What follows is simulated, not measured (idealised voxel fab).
You're looking at the process module voxel ribs on slabs.
The width of the displayed cross-section, cut, is 295 nm; its cells are square, with a size of 5 nm.
Cross-section layout: square cells on a grid; listed as bands, top to bottom; a band spans one or more cell rows. Band: top and bottom heights (nm) first, top before bottom; then materials from left to right, widths in nm. "all across" marks a sole material filling the band edge to edge. "air" denotes empty space. Measure heights from 0. That's the level where, below it, the as-received wafer is all one material. The lowest band is bottomless and extends downward; write it as in "0 down". Think of "30->40" as a width that walks from the first number to the second as you go down the band, top row to bottom row, taking equal-sized steps from row to row. For the purposes of this document, the phrase "no change" attached to a step denotes that no cell within the cross-section was modified by that step. Entry "Fully sealed cavities". Content: empty spaces with no open connection to the top, size 8 cells or greater. Each: width x height at distance. Distance: from left edge. Unit: nm. If you see something after the settings on a step's line, that's the simulator's own remark about that step. The "overlay nm" setting may appear on a step's line; for a step that uses a mask, it gives how far to the right of its planned position the mask lay, and a negative value indicates the left.
**So here's the lineup of process steps we planned**
1: RECEIVE with material Si
2: DIRECTIONAL_DEP with material SiO2, thk nm 20
3: DIRECTIONAL_DEP with material SiN, thk nm 25
4: MASKED_ETCH with tone cover, mask id RIB, width nm 30, etch materials SiN, depth nm 5, overlay nm 0
5: PATTERN with tone cover, mask id SLAB, material resist, width nm 60, thk nm 20, overlay nm 0
6: DIRECTIONAL_ETCH with etch materials SiN, depth nm 20
7: STRIP with etch materials resist
8: FILL_DEP with material SiO2, thk nm 25
9: CMP with height nm 65
10: DIRECTIONAL_DEP with material W, thk nm 5
11: DIRECTIONAL_DEP with material aC, thk nm 10
12: PATTERN with tone cover, mask id HEATER, material resist, width nm 40, thk nm 30, overlay nm 0
13: DIRECTIONAL_ETCH with etch materials aC, depth nm 10
14: STRIP with etch materials resist
15: DIRECTIONAL_ETCH with etch materials W, depth nm 5
16: STRIP with etch materials aC
17: CONFORMAL_DEP with material SiO2, thk nm 5
**Cross-section, incoming material, after step 1**
> 0 down | Si all across
> Fully sealed cavities: none
**The first of two wafers, cross-sectioned at the end of the module, with the run proceeding as planned**
> 75 to 70 | 120 air, then 50 SiO2, then 125 air
> 70 to 65 | 125 SiO2, then 40 W, then 130 SiO2
> 65 to 45 | SiO2 all across
> 45 to 40 | 130 SiO2, then 30 SiN, then 135 SiO2
> 40 to 20 | 115 SiO2, then 60 SiN, then 120 SiO2
> 20 to 0 | SiO2 all across
> 0 down | Si all across
> Fully sealed cavities: none
**Cross-section at end of module for the second wafer of two, which matched the first in starting point and plan and differed by one mistake in its processing**
> 75 to 70 | 120 air, then 50 SiO2, then 125 air
> 70 to 65 | 125 SiO2, then 40 W, then 130 SiO2
> 65 to 45 | 115 SiO2, then 60 SiN, then 120 SiO2
> 45 to 20 | SiN all across
> 20 to 0 | SiO2 all across
> 0 down | Si all across
> Fully sealed cavities: none
Heads up, the wafer didn't run the way we planned it: twice, step 3 of the plan was run
Final cells, second wafer relative to first, materials higher or lower: SiN: 289 more, SiO2: 289 fewer
